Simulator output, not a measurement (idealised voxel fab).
process module | voxel transistor to metal
cross-section cut | 205 nm wide | cells 5 nm
A cross-section is a grid of square cells, given in bands from the top down. A band is one or more rows of cells.
Each band's line starts with the height of the band's top and of its bottom, in nm. Then come its materials from left to right, each with its width in nm. One material with "throughout" fills the band from edge to edge. "air" is empty space.
Height 0 is the level under which the wafer as received is all one material. The lowest band goes on downwards, as in "0 down".
A width such as "30 to 40" changes by the same amount from each row of cells to the next, from the band's top row to its bottom row.
"no change" after a step means that no cell of the cross-section changed.
closed voids: empty space of 8 cells or more with no open way to the top, each as width x height at its distance from the left edge, in nm
after a step's settings: what the simulator itself notes on the step
overlay nm, on a step with a mask: how far to the right of its planned place the mask lay; to the left if negative
Each pair below shows a cross-section before one step and the cross-section after it, down to the lowest band that changed. The line under each pair gives the step between them, with its settings. The pairs can come from different runs of this module on the same starting wafer, so a pair continues from the pair above only where its "before" says so.
before
  110 to 80: SiO2 throughout
  80 to 75: SiCN throughout
  75 to 60: SiO2 45 | SiN 5 | W 20 | SiN 5 | SiO2 50 | SiN 5 | W 20 | SiN 5 | SiO2 50
  60 to 55: SiN 50 | TiN 20 | SiN 60 | TiN 20 | SiN 55
  55 to 45: SiO2 50 | TiN 5 | W 10 | TiN 5 | SiO2 60 | TiN 5 | W 10 | TiN 5 | SiO2 55
  45 to 30: SiO2 50 | TiN 5 | W 10 | TiN 5 | SiO2 15 | SiN 5 | SiCN 20 | SiN 5 | SiO2 15 | TiN 5 | W 10 | TiN 5 | SiO2 55
  30 to 5: SiO2 50 | TiN 5 | W 10 | TiN 5 | SiO2 15 | SiN 5 | polySi 20 | SiN 5 | SiO2 15 | TiN 5 | W 10 | TiN 5 | SiO2 55
  5 to 0: SiO2 35 | SiN 5 | SiO2 10 | TiN 20 | SiO2 5 | SiGe 10 | SiN 5 | polySi 20 | SiN 5 | SiGe 10 | SiO2 5 | TiN 20 | SiO2 10 | SiN 5 | SiO2 40
  0 to -5: SiO2 40 | SiGe 45 | SiO2 30 | SiGe 45 | SiO2 45
  -5 to -10: SiO2 40 | SiGe 45 | Si 30 | SiGe 45 | SiO2 45
  -10 to -20: SiO2 40 | Si 120 | SiO2 45
  -20 down: Si throughout
  closed voids: none
after
  110 to 80: SiO2 50 | air 15 | SiO2 65 | air 15 | SiO2 60
  below 80: unchanged
  closed voids: none
the step between: op MASKED_ETCH | tone open | mask id METAL_2_HOLES | width nm 15 | pitch nm 80 | etch materials SiO2 | depth nm 30 | overlay nm 0
before: the cross-section after the pair above
after
  125 to 110: resist 50 | air 20 | resist 60 | air 20 | resist 55
  below 110: unchanged
  closed voids: none
the step between: op PATTERN | tone open | mask id METAL_2 | material resist | width nm 20 | pitch nm 80 | thk nm 15 | overlay nm 0
before: the cross-section after the pair above
after
  125 to 110: resist 50 | air 20 | resist 60 | air 20 | resist 55
  110 to 90: SiO2 50 | air 20 | SiO2 60 | air 20 | SiO2 55
  below 90: unchanged
  closed voids: none
the step between: op DIRECTIONAL_ETCH | etch materials SiO2 | depth nm 20
before: the cross-section after the pair above
after
  125 to 110: resist 50 | air 20 | resist 60 | air 20 | resist 55
  110 to 90: SiO2 50 | air 20 | SiO2 60 | air 20 | SiO2 55
  90 to 80: SiO2 50 | air 15 | SiO2 65 | air 15 | SiO2 60
  80 to 75: SiCN 50 | air 15 | SiCN 65 | air 15 | SiCN 60
  below 75: unchanged
  closed voids: none
the step between: op DIRECTIONAL_ETCH | etch materials SiCN | depth nm 5
before: the cross-section after the pair above
after
  110 to 90: SiO2 50 | air 20 | SiO2 60 | air 20 | SiO2 55
  below 90: unchanged
  closed voids: none
the step between: op STRIP | etch materials resist
before: the cross-section after the pair above
after
  115 to 110: TiN 55 | air 10 | TiN 70 | air 10 | TiN 60
  110 to 95: SiO2 50 | TiN 5 | air 10 | TiN 5 | SiO2 60 | TiN 5 | air 10 | TiN 5 | SiO2 55
  95 to 90: SiO2 50 | TiN 5 | air 5 | TiN 10 | SiO2 60 | TiN 5 | air 5 | TiN 10 | SiO2 55
  90 to 80: SiO2 50 | TiN 5 | air 5 | TiN 5 | SiO2 65 | TiN 5 | air 5 | TiN 5 | SiO2 60
  80 to 75: SiCN 50 | TiN 15 | SiCN 65 | TiN 15 | SiCN 60
  below 75: unchanged
  closed voids: none
the step between: op CONFORMAL_DEP | material TiN | thk nm 5
before: the cross-section after the pair above
after
  120 to 115: Cu throughout
  115 to 110: TiN 55 | Cu 10 | TiN 70 | Cu 10 | TiN 60
  110 to 95: SiO2 50 | TiN 5 | Cu 10 | TiN 5 | SiO2 60 | TiN 5 | Cu 10 | TiN 5 | SiO2 55
  95 to 90: SiO2 50 | TiN 5 | Cu 5 | TiN 10 | SiO2 60 | TiN 5 | Cu 5 | TiN 10 | SiO2 55
  90 to 80: SiO2 50 | TiN 5 | Cu 5 | TiN 5 | SiO2 65 | TiN 5 | Cu 5 | TiN 5 | SiO2 60
  below 80: unchanged
  closed voids: none
the step between: op FILL_DEP | material Cu | thk nm 5
before: the cross-section after the pair above
after
  110 to 95: SiO2 50 | TiN 5 | Cu 10 | TiN 5 | SiO2 60 | TiN 5 | Cu 10 | TiN 5 | SiO2 55
  below 95: unchanged
  closed voids: none
the step between: op CMP | height nm 110
before: the cross-section after the pair above
after
  115 to 110: SiCN throughout
  below 110: unchanged
  closed voids: none
the step between: op CONFORMAL_DEP | material SiCN | thk nm 5
before
  45 to 35: air 90 | SiCN 20 | air 95
  35 to 30: polySi 35 | air 55 | SiCN 20 | air 55 | polySi 40
  30 to 5: polySi throughout
  5 to 0: SiO2 35 | polySi 130 | SiO2 40
  0 to -5: SiO2 throughout
  -5 to -30: SiO2 40 | Si 120 | SiO2 45
  -30 down: Si throughout
  closed voids: none
after
  45 to 30: air 90 | SiCN 20 | air 95
  30 to 5: air 85 | polySi 30 | air 90
  5 to 0: SiO2 35 | air 50 | polySi 30 | air 50 | SiO2 40
  below 0: unchanged
  closed voids: none
the step between: op MASKED_ETCH | tone cover | mask id GATE | width nm 30 | etch materials polySi | depth nm 40 | overlay nm 0
before: the cross-section after the pair above
after
  50 to 45: air 85 | SiN 30 | air 90
  45 to 35: air 85 | SiN 5 | SiCN 20 | SiN 5 | air 90
  35 to 30: air 80 | SiN 10 | SiCN 20 | SiN 10 | air 85
  30 to 10: air 80 | SiN 5 | polySi 30 | SiN 5 | air 85
  10 to 5: SiN 40 | air 40 | SiN 5 | polySi 30 | SiN 5 | air 40 | SiN 45
  5 to 0: SiO2 35 | SiN 50 | polySi 30 | SiN 50 | SiO2 40
  below 0: unchanged
  closed voids: none
the step between: op CONFORMAL_DEP | material SiN | thk nm 5
before: the cross-section after the pair above
after
  45 to 30: air 85 | SiN 5 | SiCN 20 | SiN 5 | air 90
  30 to 5: air 80 | SiN 5 | polySi 30 | SiN 5 | air 85
  5 to 0: SiO2 35 | SiN 5 | air 40 | SiN 5 | polySi 30 | SiN 5 | air 40 | SiN 5 | SiO2 40
  below 0: unchanged
  closed voids: none
the step between: op DIRECTIONAL_ETCH | etch materials SiN | depth nm 5
before: the cross-section after the pair above
after
  45 to 30: air 85 | SiN 5 | SiCN 20 | SiN 5 | air 90
  30 to 5: air 80 | SiN 5 | polySi 30 | SiN 5 | air 85
  5 to 0: air 35 | SiN 5 | air 40 | SiN 5 | polySi 30 | SiN 5 | air 40 | SiN 5 | air 40
  0 to -5: SiO2 40 | air 40 | SiO2 40 | air 40 | SiO2 45
  below -5: unchanged
  closed voids: none
the step between: op DIRECTIONAL_ETCH | etch materials SiO2 | depth nm 5
before: the cross-section after the pair above
after
  45 to 30: air 85 | SiN 5 | SiCN 20 | SiN 5 | air 90
  30 to 5: air 80 | SiN 5 | polySi 30 | SiN 5 | air 85
  5 to 0: air 35 | SiN 5 | air 40 | SiN 5 | polySi 30 | SiN 5 | air 40 | SiN 5 | air 40
  0 to -5: SiO2 40 | air 40 | SiO2 40 | air 40 | SiO2 45
  -5 to -10: SiO2 40 | air 40 | Si 40 | air 40 | SiO2 45
  below -10: unchanged
  closed voids: none
the step between: op DIRECTIONAL_ETCH | etch materials Si | depth nm 5
before: the cross-section after the pair above
after
  45 to 30: air 85 | SiN 5 | SiCN 20 | SiN 5 | air 90
  30 to 5: air 80 | SiN 5 | polySi 30 | SiN 5 | air 85
  5 to 0: air 35 | SiN 5 | air 30 | SiGe 10 | SiN 5 | polySi 30 | SiN 5 | SiGe 10 | air 30 | SiN 5 | air 40
  0 to -5: SiO2 40 | SiGe 40 | SiO2 40 | SiGe 40 | SiO2 45
  -5 to -10: SiO2 40 | SiGe 40 | Si 40 | SiGe 40 | SiO2 45
  below -10: unchanged
  closed voids: none
the step between: op EPI | material SiGe | thk nm 10
before: the cross-section after the pair above
after
  50 to 45: SiO2 throughout
  45 to 30: SiO2 85 | SiN 5 | SiCN 20 | SiN 5 | SiO2 90
  30 to 5: SiO2 80 | SiN 5 | polySi 30 | SiN 5 | SiO2 85
  5 to 0: SiO2 35 | SiN 5 | SiO2 30 | SiGe 10 | SiN 5 | polySi 30 | SiN 5 | SiGe 10 | SiO2 30 | SiN 5 | SiO2 40
  below 0: unchanged
  closed voids: none
the step between: op FILL_DEP | material SiO2 | thk nm 5
before: the cross-section after the pair above
after
  45 to 30: SiO2 85 | SiN 5 | SiCN 20 | SiN 5 | SiO2 90
  below 30: unchanged
  closed voids: none
the step between: op CMP | height nm 45
before: the cross-section after the pair above
after
  55 to 45: SiO2 throughout
  below 45: unchanged
  closed voids: none
the step between: op DIRECTIONAL_DEP | material SiO2 | thk nm 10
before: the cross-section after the pair above
after
  75 to 55: resist 50 | air 20 | resist 60 | air 20 | resist 55
  below 55: unchanged
  closed voids: none
the step between: op PATTERN | tone open | mask id CONTACT | material resist | width nm 20 | pitch nm 80 | thk nm 20 | overlay nm 0
before: the cross-section after the pair above
after
  75 to 55: resist 50 | air 20 | resist 60 | air 20 | resist 55
  55 to 45: SiO2 50 | air 20 | SiO2 60 | air 20 | SiO2 55
  45 to 30: SiO2 50 | air 20 | SiO2 15 | SiN 5 | SiCN 20 | SiN 5 | SiO2 15 | air 20 | SiO2 55
  30 to 5: SiO2 50 | air 20 | SiO2 10 | SiN 5 | polySi 30 | SiN 5 | SiO2 10 | air 20 | SiO2 55
  5 to 0: SiO2 35 | SiN 5 | SiO2 10 | air 20 | SiGe 10 | SiN 5 | polySi 30 | SiN 5 | SiGe 10 | air 20 | SiO2 10 | SiN 5 | SiO2 40
  below 0: unchanged
  closed voids: none
the step between: op DIRECTIONAL_ETCH | etch materials SiO2 | depth nm 55
before: the cross-section after the pair above
after
  55 to 45: SiO2 50 | air 20 | SiO2 60 | air 20 | SiO2 55
  below 45: unchanged
  closed voids: none
the step between: op STRIP | etch materials resist
before: the cross-section after the pair above
after
  60 to 55: TiN 55 | air 10 | TiN 70 | air 10 | TiN 60
  55 to 45: SiO2 50 | TiN 5 | air 10 | TiN 5 | SiO2 60 | TiN 5 | air 10 | TiN 5 | SiO2 55
  45 to 30: SiO2 50 | TiN 5 | air 10 | TiN 5 | SiO2 15 | SiN 5 | SiCN 20 | SiN 5 | SiO2 15 | TiN 5 | air 10 | TiN 5 | SiO2 55
  30 to 5: SiO2 50 | TiN 5 | air 10 | TiN 5 | SiO2 10 | SiN 5 | polySi 30 | SiN 5 | SiO2 10 | TiN 5 | air 10 | TiN 5 | SiO2 55
  5 to 0: SiO2 35 | SiN 5 | SiO2 10 | TiN 20 | SiGe 10 | SiN 5 | polySi 30 | SiN 5 | SiGe 10 | TiN 20 | SiO2 10 | SiN 5 | SiO2 40
  below 0: unchanged
  closed voids: none
the step between: op CONFORMAL_DEP | material TiN | thk nm 5
before: the cross-section after the pair above
after
  70 to 60: W throughout
  60 to 55: TiN 55 | W 10 | TiN 70 | W 10 | TiN 60
  55 to 45: SiO2 50 | TiN 5 | W 10 | TiN 5 | SiO2 60 | TiN 5 | W 10 | TiN 5 | SiO2 55
  45 to 30: SiO2 50 | TiN 5 | W 10 | TiN 5 | SiO2 15 | SiN 5 | SiCN 20 | SiN 5 | SiO2 15 | TiN 5 | W 10 | TiN 5 | SiO2 55
  30 to 5: SiO2 50 | TiN 5 | W 10 | TiN 5 | SiO2 10 | SiN 5 | polySi 30 | SiN 5 | SiO2 10 | TiN 5 | W 10 | TiN 5 | SiO2 55
  below 5: unchanged
  closed voids: none
the step between: op FILL_DEP | material W | thk nm 10
before: the cross-section after the pair above
after
  55 to 45: SiO2 50 | TiN 5 | W 10 | TiN 5 | SiO2 60 | TiN 5 | W 10 | TiN 5 | SiO2 55
  below 45: unchanged
  closed voids: none
the step between: op CMP | height nm 55
before: the cross-section after the pair above
after
  60 to 55: TiN throughout
  below 55: unchanged
  closed voids: none
the step between: op DIRECTIONAL_DEP | material TiN | thk nm 5
before: the cross-section after the pair above
after
  75 to 60: W throughout
  below 60: unchanged
  closed voids: none
the step between: op DIRECTIONAL_DEP | material W | thk nm 15
before: the cross-section after the pair above
after
  85 to 75: aC throughout
  below 75: unchanged
  closed voids: none
the step between: op DIRECTIONAL_DEP | material aC | thk nm 10
before: the cross-section after the pair above
after
  115 to 85: air 50 | resist 20 | air 60 | resist 20 | air 55
  below 85: unchanged
  closed voids: none
the step between: op PATTERN | tone cover | mask id METAL_1 | material resist | width nm 20 | pitch nm 80 | thk nm 30 | overlay nm 0
before: the cross-section after the pair above
after
  105 to 85: air 50 | resist 20 | air 60 | resist 20 | air 55
  85 to 75: air 50 | aC 20 | air 60 | aC 20 | air 55
  below 75: unchanged
  closed voids: none
the step between: op DIRECTIONAL_ETCH | etch materials aC | depth nm 10
before: the cross-section after the pair above
after
  85 to 75: air 50 | aC 20 | air 60 | aC 20 | air 55
  below 75: unchanged
  closed voids: none
the step between: op STRIP | etch materials resist
before: the cross-section after the pair above
after
  85 to 75: air 50 | aC 20 | air 60 | aC 20 | air 55
  75 to 60: air 50 | W 20 | air 60 | W 20 | air 55
  below 60: unchanged
  closed voids: none
the step between: op DIRECTIONAL_ETCH | etch materials W | depth nm 15
before: the cross-section after the pair above
after
  85 to 75: air 50 | aC 20 | air 60 | aC 20 | air 55
  75 to 60: air 50 | W 20 | air 60 | W 20 | air 55
  60 to 55: air 50 | TiN 20 | air 60 | TiN 20 | air 55
  below 55: unchanged
  closed voids: none
the step between: op DIRECTIONAL_ETCH | etch materials TiN | depth nm 5
before: the cross-section after the pair above
after
  75 to 60: air 50 | W 20 | air 60 | W 20 | air 55
  below 60: unchanged
  closed voids: none
the step between: op STRIP | etch materials aC
before: the cross-section after the pair above
after
  80 to 75: air 45 | SiN 30 | air 50 | SiN 30 | air 50
  75 to 60: air 45 | SiN 5 | W 20 | SiN 5 | air 50 | SiN 5 | W 20 | SiN 5 | air 50
  60 to 55: SiN 50 | TiN 20 | SiN 60 | TiN 20 | SiN 55
  below 55: unchanged
  closed voids: none
the step between: op CONFORMAL_DEP | material SiN | thk nm 5
before: the cross-section after the pair above
after
  90 to 80: SiO2 throughout
  80 to 75: SiO2 45 | SiN 30 | SiO2 50 | SiN 30 | SiO2 50
  75 to 60: SiO2 45 | SiN 5 | W 20 | SiN 5 | SiO2 50 | SiN 5 | W 20 | SiN 5 | SiO2 50
  below 60: unchanged
  closed voids: none
the step between: op FILL_DEP | material SiO2 | thk nm 10
before: the cross-section after the pair above
after
  75 to 60: SiO2 45 | SiN 5 | W 20 | SiN 5 | SiO2 50 | SiN 5 | W 20 | SiN 5 | SiO2 50
  below 60: unchanged
  closed voids: none
the step between: op CMP | height nm 75
before: the cross-section after the pair above
after
  80 to 75: SiCN throughout
  below 75: unchanged
  closed voids: none
the step between: op CONFORMAL_DEP | material SiCN | thk nm 5
before: the cross-section after the pair above
after
  110 to 80: SiO2 throughout
  below 80: unchanged
  closed voids: none
the step between: op DIRECTIONAL_DEP | material SiO2 | thk nm 30
before: the cross-section after the pair above
after
  110 to 80: SiO2 50 | air 15 | SiO2 65 | air 15 | SiO2 60
  below 80: unchanged
  closed voids: none
the step between: op MASKED_ETCH | tone open | mask id METAL_2_HOLES | width nm 15 | pitch nm 80 | etch materials SiO2 | depth nm 30 | overlay nm 0
before: the cross-section after the pair above
after
  125 to 110: resist 50 | air 20 | resist 60 | air 20 | resist 55
  below 110: unchanged
  closed voids: none
the step between: op PATTERN | tone open | mask id METAL_2 | material resist | width nm 20 | pitch nm 80 | thk nm 15 | overlay nm 0
before: the cross-section after the pair above
after
  125 to 110: resist 50 | air 20 | resist 60 | air 20 | resist 55
  110 to 90: SiO2 50 | air 20 | SiO2 60 | air 20 | SiO2 55
  below 90: unchanged
  closed voids: none
the step between: op DIRECTIONAL_ETCH | etch materials SiO2 | depth nm 20
before: the cross-section after the pair above
after
  125 to 110: resist 50 | air 20 | resist 60 | air 20 | resist 55
  110 to 90: SiO2 50 | air 20 | SiO2 60 | air 20 | SiO2 55
  90 to 80: SiO2 50 | air 15 | SiO2 65 | air 15 | SiO2 60
  80 to 75: SiCN 50 | air 15 | SiCN 65 | air 15 | SiCN 60
  below 75: unchanged
  closed voids: none
the step between: op DIRECTIONAL_ETCH | etch materials SiCN | depth nm 5
before: the cross-section after the pair above
after
  110 to 90: SiO2 50 | air 20 | SiO2 60 | air 20 | SiO2 55
  below 90: unchanged
  closed voids: none
the step between: op STRIP | etch materials resist
before: the cross-section after the pair above
after
  115 to 110: TiN 55 | air 10 | TiN 70 | air 10 | TiN 60
  110 to 95: SiO2 50 | TiN 5 | air 10 | TiN 5 | SiO2 60 | TiN 5 | air 10 | TiN 5 | SiO2 55
  95 to 90: SiO2 50 | TiN 5 | air 5 | TiN 10 | SiO2 60 | TiN 5 | air 5 | TiN 10 | SiO2 55
  90 to 80: SiO2 50 | TiN 5 | air 5 | TiN 5 | SiO2 65 | TiN 5 | air 5 | TiN 5 | SiO2 60
  80 to 75: SiCN 50 | TiN 15 | SiCN 65 | TiN 15 | SiCN 60
  below 75: unchanged
  closed voids: none
the step between: op CONFORMAL_DEP | material TiN | thk nm 5
before: the cross-section after the pair above
after
  120 to 115: Cu throughout
  115 to 110: TiN 55 | Cu 10 | TiN 70 | Cu 10 | TiN 60
  110 to 95: SiO2 50 | TiN 5 | Cu 10 | TiN 5 | SiO2 60 | TiN 5 | Cu 10 | TiN 5 | SiO2 55
  95 to 90: SiO2 50 | TiN 5 | Cu 5 | TiN 10 | SiO2 60 | TiN 5 | Cu 5 | TiN 10 | SiO2 55
  90 to 80: SiO2 50 | TiN 5 | Cu 5 | TiN 5 | SiO2 65 | TiN 5 | Cu 5 | TiN 5 | SiO2 60
  below 80: unchanged
  closed voids: none
the step between: op FILL_DEP | material Cu | thk nm 5
before: the cross-section after the pair above
after
  110 to 95: SiO2 50 | TiN 5 | Cu 10 | TiN 5 | SiO2 60 | TiN 5 | Cu 10 | TiN 5 | SiO2 55
  below 95: unchanged
  closed voids: none
the step between: op CMP | height nm 110
before: the cross-section after the pair above
after
  115 to 110: SiCN throughout
  below 110: unchanged
  closed voids: none
the step between: op CONFORMAL_DEP | material SiCN | thk nm 5
before
  110 to 80: SiO2 50 | air 15 | SiO2 65 | air 15 | SiO2 60
  80 to 75: SiCN throughout
  75 to 60: SiO2 45 | SiN 5 | W 20 | SiN 5 | SiO2 50 | SiN 5 | W 20 | SiN 5 | SiO2 50
  60 to 55: SiN 50 | TiN 20 | SiN 60 | TiN 20 | SiN 55
  55 to 45: SiO2 50 | TiN 5 | W 10 | TiN 5 | SiO2 60 | TiN 5 | W 10 | TiN 5 | SiO2 55
  45 to 30: SiO2 50 | TiN 5 | W 10 | TiN 5 | SiO2 15 | SiN 5 | SiCN 20 | SiN 5 | SiO2 15 | TiN 5 | W 10 | TiN 5 | SiO2 55
  30 to 5: SiO2 50 | TiN 5 | W 10 | TiN 5 | SiO2 15 | SiN 5 | polySi 20 | SiN 5 | SiO2 15 | TiN 5 | W 10 | TiN 5 | SiO2 55
  5 to 0: SiO2 35 | SiN 5 | SiO2 10 | TiN 20 | SiO2 5 | SiGe 10 | SiN 5 | polySi 20 | SiN 5 | SiGe 10 | SiO2 5 | TiN 20 | SiO2 10 | SiN 5 | SiO2 40
  0 to -5: SiO2 40 | SiGe 45 | SiO2 30 | SiGe 45 | SiO2 45
  -5 to -10: SiO2 40 | SiGe 45 | Si 30 | SiGe 45 | SiO2 45
  -10 to -30: SiO2 40 | Si 120 | SiO2 45
  -30 down: Si throughout
  closed voids: none
after
  125 to 110: resist 60 | air 20 | resist 60 | air 20 | resist 45
  110 to 80: SiO2 50 | resist 10 | air 5 | SiO2 65 | resist 10 | air 5 | SiO2 60
  below 80: unchanged
  closed voids: none
the step between: op PATTERN | tone open | mask id METAL_2 | material resist | width nm 20 | pitch nm 80 | thk nm 15 | overlay nm 10
before: the cross-section after the pair above
after
  125 to 110: resist 60 | air 20 | resist 60 | air 20 | resist 45
  110 to 90: SiO2 50 | resist 10 | air 20 | SiO2 50 | resist 10 | air 20 | SiO2 45
  below 90: unchanged
  closed voids: none
the step between: op DIRECTIONAL_ETCH | etch materials SiO2 | depth nm 20
before: the cross-section after the pair above
after
  125 to 110: resist 60 | air 20 | resist 60 | air 20 | resist 45
  110 to 90: SiO2 50 | resist 10 | air 20 | SiO2 50 | resist 10 | air 20 | SiO2 45
  90 to 80: SiO2 50 | resist 10 | air 5 | SiO2 65 | resist 10 | air 5 | SiO2 60
  80 to 75: SiCN 60 | air 5 | SiCN 75 | air 5 | SiCN 60
  below 75: unchanged
  closed voids: none
the step between: op DIRECTIONAL_ETCH | etch materials SiCN | depth nm 5
before: the cross-section after the pair above
after
  110 to 90: SiO2 50 | air 30 | SiO2 50 | air 30 | SiO2 45
  90 to 80: SiO2 50 | air 15 | SiO2 65 | air 15 | SiO2 60
  below 80: unchanged
  closed voids: none
the step between: op STRIP | etch materials resist
before: the cross-section after the pair above
after
  115 to 110: TiN 55 | air 20 | TiN 60 | air 20 | TiN 50
  110 to 95: SiO2 50 | TiN 5 | air 20 | TiN 5 | SiO2 50 | TiN 5 | air 20 | TiN 5 | SiO2 45
  95 to 85: SiO2 50 | TiN 5 | air 5 | TiN 20 to 5 | SiO2 50 to 65 | TiN 5 | air 5 | TiN 20 to 5 | SiO2 45 to 60
  85 to 80: SiO2 50 | TiN 15 | SiO2 65 | TiN 15 | SiO2 60
  80 to 75: SiCN 60 | TiN 5 | SiCN 75 | TiN 5 | SiCN 60
  below 75: unchanged
  closed voids: none
the step between: op CONFORMAL_DEP | material TiN | thk nm 5
before: the cross-section after the pair above
after
  120 to 115: Cu throughout
  115 to 110: TiN 55 | Cu 20 | TiN 60 | Cu 20 | TiN 50
  110 to 95: SiO2 50 | TiN 5 | Cu 20 | TiN 5 | SiO2 50 | TiN 5 | Cu 20 | TiN 5 | SiO2 45
  95 to 85: SiO2 50 | TiN 5 | Cu 5 | TiN 20 to 5 | SiO2 50 to 65 | TiN 5 | Cu 5 | TiN 20 to 5 | SiO2 45 to 60
  below 85: unchanged
  closed voids: none
the step between: op FILL_DEP | material Cu | thk nm 5
before: the cross-section after the pair above
after
  110 to 95: SiO2 50 | TiN 5 | Cu 20 | TiN 5 | SiO2 50 | TiN 5 | Cu 20 | TiN 5 | SiO2 45
  below 95: unchanged
  closed voids: none
the step between: op CMP | height nm 110
before: the cross-section after the pair above
after
  115 to 110: SiCN throughout
  below 110: unchanged
  closed voids: none
the step between: op CONFORMAL_DEP | material SiCN | thk nm 5
before
  115 to 110: TiN 55 | air 10 | TiN 70 | air 10 | TiN 60
  110 to 95: SiO2 50 | TiN 5 | air 10 | TiN 5 | SiO2 60 | TiN 5 | air 10 | TiN 5 | SiO2 55
  95 to 90: SiO2 50 | TiN 5 | air 5 | TiN 10 | SiO2 60 | TiN 5 | air 5 | TiN 10 | SiO2 55
  90 to 80: SiO2 50 | TiN 5 | air 5 | TiN 5 | SiO2 65 | TiN 5 | air 5 | TiN 5 | SiO2 60
  80 to 75: SiCN 50 | TiN 15 | SiCN 65 | TiN 15 | SiCN 60
  75 to 60: SiO2 45 | SiN 5 | W 20 | SiN 5 | SiO2 50 | SiN 5 | W 20 | SiN 5 | SiO2 50
  60 to 55: SiN 50 | TiN 20 | SiN 60 | TiN 20 | SiN 55
  55 to 45: SiO2 50 | TiN 5 | W 10 | TiN 5 | SiO2 60 | TiN 5 | W 10 | TiN 5 | SiO2 55
  45 to 30: SiO2 50 | TiN 5 | W 10 | TiN 5 | SiO2 15 | SiN 5 | SiCN 20 | SiN 5 | SiO2 15 | TiN 5 | W 10 | TiN 5 | SiO2 55
  30 to 5: SiO2 50 | TiN 5 | W 10 | TiN 5 | SiO2 15 | SiN 5 | polySi 20 | SiN 5 | SiO2 15 | TiN 5 | W 10 | TiN 5 | SiO2 55
  5 to 0: SiO2 35 | SiN 5 | SiO2 10 | TiN 20 | SiO2 5 | SiGe 10 | SiN 5 | polySi 20 | SiN 5 | SiGe 10 | SiO2 5 | TiN 20 | SiO2 10 | SiN 5 | SiO2 40
  0 to -5: SiO2 40 | SiGe 45 | SiO2 30 | SiGe 45 | SiO2 45
  -5 to -10: SiO2 40 | SiGe 45 | Si 30 | SiGe 45 | SiO2 45
  -10 to -30: SiO2 40 | Si 120 | SiO2 45
  -30 down: Si throughout
  closed voids: none
after
  120 to 115: W throughout
  115 to 110: TiN 55 | W 10 | TiN 70 | W 10 | TiN 60
  110 to 95: SiO2 50 | TiN 5 | W 10 | TiN 5 | SiO2 60 | TiN 5 | W 10 | TiN 5 | SiO2 55
  95 to 90: SiO2 50 | TiN 5 | W 5 | TiN 10 | SiO2 60 | TiN 5 | W 5 | TiN 10 | SiO2 55
  90 to 80: SiO2 50 | TiN 5 | W 5 | TiN 5 | SiO2 65 | TiN 5 | W 5 | TiN 5 | SiO2 60
  below 80: unchanged
  closed voids: none
the step between: op FILL_DEP | material W | thk nm 5
before: the cross-section after the pair above
after
  110 to 95: SiO2 50 | TiN 5 | W 10 | TiN 5 | SiO2 60 | TiN 5 | W 10 | TiN 5 | SiO2 55
  below 95: unchanged
  closed voids: none
the step between: op CMP | height nm 110
before: the cross-section after the pair above
after
  115 to 110: SiCN throughout
  below 110: unchanged
  closed voids: none
the step between: op CONFORMAL_DEP | material SiCN | thk nm 5
before
  110 to 80: SiO2 50 | air 15 | SiO2 65 | air 15 | SiO2 60
  80 to 75: SiCN throughout
  75 to 60: SiO2 45 | SiN 5 | W 20 | SiN 5 | SiO2 50 | SiN 5 | W 20 | SiN 5 | SiO2 50
  60 to 55: SiN 50 | TiN 20 | SiN 60 | TiN 20 | SiN 55
  55 to 45: SiO2 50 | TiN 5 | W 10 | TiN 5 | SiO2 60 | TiN 5 | W 10 | TiN 5 | SiO2 55
  45 to 30: SiO2 50 | TiN 5 | W 10 | TiN 5 | SiO2 15 | SiN 5 | SiCN 20 | SiN 5 | SiO2 15 | TiN 5 | W 10 | TiN 5 | SiO2 55
  30 to 5: SiO2 50 | TiN 5 | W 10 | TiN 5 | SiO2 15 | SiN 5 | polySi 20 | SiN 5 | SiO2 15 | TiN 5 | W 10 | TiN 5 | SiO2 55
  5 to 0: SiO2 35 | SiN 5 | SiO2 10 | TiN 20 | SiO2 5 | SiGe 10 | SiN 5 | polySi 20 | SiN 5 | SiGe 10 | SiO2 5 | TiN 20 | SiO2 10 | SiN 5 | SiO2 40
  0 to -5: SiO2 40 | SiGe 45 | SiO2 30 | SiGe 45 | SiO2 45
  -5 to -10: SiO2 40 | SiGe 45 | Si 30 | SiGe 45 | SiO2 45
  -10 to -30: SiO2 40 | Si 120 | SiO2 45
  -30 down: Si throughout
  closed voids: none
after
  125 to 110: air 50 | resist 20 | air 60 | resist 20 | air 55
  110 to 80: SiO2 50 | resist 15 | SiO2 65 | resist 15 | SiO2 60
  below 80: unchanged
  closed voids: none
the step between: op PATTERN | tone cover | mask id METAL_2 | material resist | width nm 20 | pitch nm 80 | thk nm 15 | overlay nm 0
before: the cross-section after the pair above
after
  125 to 110: air 50 | resist 20 | air 60 | resist 20 | air 55
  110 to 90: air 50 | resist 15 | SiO2 5 | air 60 | resist 15 | SiO2 5 | air 55
  below 90: unchanged
  closed voids: none
the step between: op DIRECTIONAL_ETCH | etch materials SiO2 | depth nm 20
before: the cross-section after the pair above
after
  110 to 90: air 65 | SiO2 5 | air 75 | SiO2 5 | air 55
  90 to 80: SiO2 50 | air 15 | SiO2 65 | air 15 | SiO2 60
  below 80: unchanged
  closed voids: none
the step between: op STRIP | etch materials resist
before: the cross-section after the pair above
after
  115 to 110: air 60 | TiN 15 | air 65 | TiN 15 | air 50
  110 to 95: air 60 | TiN 5 | SiO2 5 | TiN 5 | air 65 | TiN 5 | SiO2 5 | TiN 5 | air 50
  95 to 90: TiN 55 | air 5 | TiN 5 | SiO2 5 | TiN 65 | air 5 | TiN 5 | SiO2 5 | TiN 55
  90 to 85: SiO2 50 | TiN 5 | air 5 | TiN 5 | SiO2 65 | TiN 5 | air 5 | TiN 5 | SiO2 60
  85 to 80: SiO2 50 | TiN 15 | SiO2 65 | TiN 15 | SiO2 60
  below 80: unchanged
  closed voids: none
the step between: op CONFORMAL_DEP | material TiN | thk nm 5
before: the cross-section after the pair above
after
  120 to 115: Cu throughout
  115 to 110: Cu 60 | TiN 15 | Cu 65 | TiN 15 | Cu 50
  110 to 95: Cu 60 | TiN 5 | SiO2 5 | TiN 5 | Cu 65 | TiN 5 | SiO2 5 | TiN 5 | Cu 50
  95 to 90: TiN 55 | Cu 5 | TiN 5 | SiO2 5 | TiN 65 | Cu 5 | TiN 5 | SiO2 5 | TiN 55
  90 to 85: SiO2 50 | TiN 5 | Cu 5 | TiN 5 | SiO2 65 | TiN 5 | Cu 5 | TiN 5 | SiO2 60
  below 85: unchanged
  closed voids: none
the step between: op FILL_DEP | material Cu | thk nm 5
before: the cross-section after the pair above
after
  110 to 95: Cu 60 | TiN 5 | SiO2 5 | TiN 5 | Cu 65 | TiN 5 | SiO2 5 | TiN 5 | Cu 50
  below 95: unchanged
  closed voids: none
the step between: op CMP | height nm 110
before: the cross-section after the pair above
after
  115 to 110: SiCN throughout
  below 110: unchanged
  closed voids: none
the step between: op CONFORMAL_DEP | material SiCN | thk nm 5
